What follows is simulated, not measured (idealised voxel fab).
process module | voxel self aligned vias
cross-section cut | 185 nm wide | cells 5 nm
A cross-section is a grid of square cells, given in bands from the top down. A band is one or more rows of cells.
Each band's line starts with the height of the band's top and of its bottom, in nm. Then come its materials from left to right, each with its width in nm. One material with "throughout" fills the band from edge to edge. "air" is empty space.
Height 0 is the level under which the wafer as received is all one material. The lowest band goes on downwards, as in "0 down".
A width such as "30 to 40" changes by the same amount from each row of cells to the next, from the band's top row to its bottom row.
"no change" after a step means that no cell of the cross-section changed.
closed voids: empty space of 8 cells or more with no open way to the top, each as width x height at its distance from the left edge, in nm
after a step's settings: what the simulator itself notes on the step
overlay nm, on a step with a mask: how far to the right of its planned place the mask lay; to the left if negative
plan
1 op RECEIVE | material Si
2 op CONFORMAL_DEP | material SiO2 | thk nm 10
3 op CONFORMAL_DEP | material SiCN | thk nm 5
4 op DIRECTIONAL_DEP | material SiO2 | thk nm 25
5 op PATTERN | tone open | mask id LINES | material resist | width nm 25 | pitch nm 55 | thk nm 20 | overlay nm 0
6 op DIRECTIONAL_ETCH | etch materials SiO2 | depth nm 25
7 op STRIP | etch materials resist
8 op CONFORMAL_DEP | material TiN | thk nm 5
9 op FILL_DEP | material Ru | thk nm 5
10 op CMP | height nm 40
11 op SELECTIVE_ETCH | etch materials W Ru TiN | depth nm 5
12 op FILL_DEP | material SiN | thk nm 5
13 op CMP | height nm 40
14 op DIRECTIONAL_DEP | material SiO2 | thk nm 15
15 op DIRECTIONAL_DEP | material aC | thk nm 10
16 op PATTERN | tone open | mask id VIAS | material resist | width nm 35 | thk nm 30 | overlay nm 0
17 op DIRECTIONAL_ETCH | etch materials aC | depth nm 10
18 op STRIP | etch materials resist
19 op DIRECTIONAL_ETCH | etch materials SiO2 | depth nm 15
20 op DIRECTIONAL_ETCH | etch materials SiN | depth nm 5
21 op STRIP | etch materials aC
22 op CONFORMAL_DEP | material TiN | thk nm 5
23 op FILL_DEP | material Cu | thk nm 5
24 op CMP | height nm 55
25 op CONFORMAL_DEP | material SiN | thk nm 5
first wafer, as planned
as received, after step 1
  0 down: Si throughout
  closed voids: none
after step 2
  10 to 0: SiO2 throughout
  below 0: unchanged
after step 3
  15 to 10: SiCN throughout
  below 10: unchanged
after step 4
  40 to 15: SiO2 throughout
  below 15: unchanged
after step 5
  60 to 40: resist 50 | air 25 | resist 30 | air 25 | resist 55
  below 40: unchanged
after step 6
  60 to 40: resist 50 | air 25 | resist 30 | air 25 | resist 55
  40 to 15: SiO2 50 | air 25 | SiO2 30 | air 25 | SiO2 55
  below 15: unchanged
after step 7
  40 to 15: SiO2 50 | air 25 | SiO2 30 | air 25 | SiO2 55
  below 15: unchanged
after step 8
  45 to 40: TiN 55 | air 15 | TiN 40 | air 15 | TiN 60
  40 to 20: SiO2 50 | TiN 5 | air 15 | TiN 5 | SiO2 30 | TiN 5 | air 15 | TiN 5 | SiO2 55
  20 to 15: SiO2 50 | TiN 25 | SiO2 30 | TiN 25 | SiO2 55
  below 15: unchanged
after step 9
  50 to 45: Ru throughout
  45 to 40: TiN 55 | Ru 15 | TiN 40 | Ru 15 | TiN 60
  40 to 20: SiO2 50 | TiN 5 | Ru 15 | TiN 5 | SiO2 30 | TiN 5 | Ru 15 | TiN 5 | SiO2 55
  below 20: unchanged
after step 10
  40 to 20: SiO2 50 | TiN 5 | Ru 15 | TiN 5 | SiO2 30 | TiN 5 | Ru 15 | TiN 5 | SiO2 55
  below 20: unchanged
after step 11
  40 to 35: SiO2 50 | air 25 | SiO2 30 | air 25 | SiO2 55
  below 35: unchanged
after step 12
  45 to 40: SiN throughout
  40 to 35: SiO2 50 | SiN 25 | SiO2 30 | SiN 25 | SiO2 55
  below 35: unchanged
after step 13
  40 to 35: SiO2 50 | SiN 25 | SiO2 30 | SiN 25 | SiO2 55
  below 35: unchanged
after step 14
  55 to 40: SiO2 throughout
  below 40: unchanged
after step 15
  65 to 55: aC throughout
  below 55: unchanged
after step 16
  95 to 65: resist 45 | air 35 | resist 105
  below 65: unchanged
after step 17
  85 to 65: resist 45 | air 35 | resist 105
  65 to 55: aC 45 | air 35 | aC 105
  below 55: unchanged
after step 18
  65 to 55: aC 45 | air 35 | aC 105
  below 55: unchanged
after step 19
  65 to 55: aC 45 | air 35 | aC 105
  55 to 40: SiO2 45 | air 35 | SiO2 105
  below 40: unchanged
after step 20
  65 to 55: aC 45 | air 35 | aC 105
  55 to 40: SiO2 45 | air 35 | SiO2 105
  40 to 35: SiO2 50 | air 25 | SiO2 30 | SiN 25 | SiO2 55
  below 35: unchanged
after step 21
  55 to 40: SiO2 45 | air 35 | SiO2 105
  below 40: unchanged
after step 22
  60 to 55: TiN 50 | air 25 | TiN 110
  55 to 45: SiO2 45 | TiN 5 | air 25 | TiN 5 | SiO2 105
  45 to 40: SiO2 45 | TiN 10 | air 15 | TiN 10 | SiO2 105
  40 to 35: SiO2 50 | TiN 25 | SiO2 30 | SiN 25 | SiO2 55
  below 35: unchanged
after step 23
  65 to 60: Cu throughout
  60 to 55: TiN 50 | Cu 25 | TiN 110
  55 to 45: SiO2 45 | TiN 5 | Cu 25 | TiN 5 | SiO2 105
  45 to 40: SiO2 45 | TiN 10 | Cu 15 | TiN 10 | SiO2 105
  below 40: unchanged
after step 24
  55 to 45: SiO2 45 | TiN 5 | Cu 25 | TiN 5 | SiO2 105
  below 45: unchanged
after step 25
  60 to 55: SiN throughout
  below 55: unchanged
second wafer: like start, like plan, one mistake. Through step 1 it matches the first wafer
when step 2 should have ended: no change
when step 3 should have ended
  5 to 0: SiCN throughout
  below 0: unchanged
when step 4 should have ended
  30 to 5: SiO2 throughout
  below 5: unchanged
when step 5 should have ended
  50 to 30: resist 50 | air 25 | resist 30 | air 25 | resist 55
  below 30: unchanged
when step 6 should have ended
  50 to 30: resist 50 | air 25 | resist 30 | air 25 | resist 55
  30 to 5: SiO2 50 | air 25 | SiO2 30 | air 25 | SiO2 55
  below 5: unchanged
when step 7 should have ended
  30 to 5: SiO2 50 | air 25 | SiO2 30 | air 25 | SiO2 55
  below 5: unchanged
when step 8 should have ended
  35 to 30: TiN 55 | air 15 | TiN 40 | air 15 | TiN 60
  30 to 10: SiO2 50 | TiN 5 | air 15 | TiN 5 | SiO2 30 | TiN 5 | air 15 | TiN 5 | SiO2 55
  10 to 5: SiO2 50 | TiN 25 | SiO2 30 | TiN 25 | SiO2 55
  below 5: unchanged
when step 9 should have ended
  40 to 35: Ru throughout
  35 to 30: TiN 55 | Ru 15 | TiN 40 | Ru 15 | TiN 60
  30 to 10: SiO2 50 | TiN 5 | Ru 15 | TiN 5 | SiO2 30 | TiN 5 | Ru 15 | TiN 5 | SiO2 55
  below 10: unchanged
when step 10 should have ended: no change
when step 11 should have ended
  35 to 30: TiN 55 | Ru 15 | TiN 40 | Ru 15 | TiN 60
  below 30: unchanged
when step 12 should have ended
  40 to 35: SiN throughout
  below 35: unchanged
when step 13 should have ended: no change
when step 14 should have ended
  55 to 40: SiO2 throughout
  below 40: unchanged
when step 15 should have ended
  65 to 55: aC throughout
  below 55: unchanged
when step 16 should have ended
  95 to 65: resist 45 | air 35 | resist 105
  below 65: unchanged
when step 17 should have ended
  85 to 65: resist 45 | air 35 | resist 105
  65 to 55: aC 45 | air 35 | aC 105
  below 55: unchanged
when step 18 should have ended
  65 to 55: aC 45 | air 35 | aC 105
  below 55: unchanged
when step 19 should have ended
  65 to 55: aC 45 | air 35 | aC 105
  55 to 40: SiO2 45 | air 35 | SiO2 105
  below 40: unchanged
when step 20 should have ended
  65 to 55: aC 45 | air 35 | aC 105
  55 to 40: SiO2 45 | air 35 | SiO2 105
  40 to 35: SiN 45 | air 35 | SiN 105
  below 35: unchanged
when step 21 should have ended
  55 to 40: SiO2 45 | air 35 | SiO2 105
  below 40: unchanged
when step 22 should have ended
  60 to 55: TiN 50 | air 25 | TiN 110
  55 to 40: SiO2 45 | TiN 5 | air 25 | TiN 5 | SiO2 105
  40 to 35: SiN 45 | TiN 35 | SiN 105
  below 35: unchanged
when step 23 should have ended
  65 to 60: Cu throughout
  60 to 55: TiN 50 | Cu 25 | TiN 110
  55 to 40: SiO2 45 | TiN 5 | Cu 25 | TiN 5 | SiO2 105
  below 40: unchanged
when step 24 should have ended
  55 to 40: SiO2 45 | TiN 5 | Cu 25 | TiN 5 | SiO2 105
  below 40: unchanged
when step 25 should have ended
  60 to 55: SiN throughout
  below 55: unchanged
what went wrong: step 2 was left out
at the end the second wafer has, in cells: 2 more of Cu | 12 more of Ru | 25 more of SiN | 74 fewer of SiO2 | 35 more of TiN
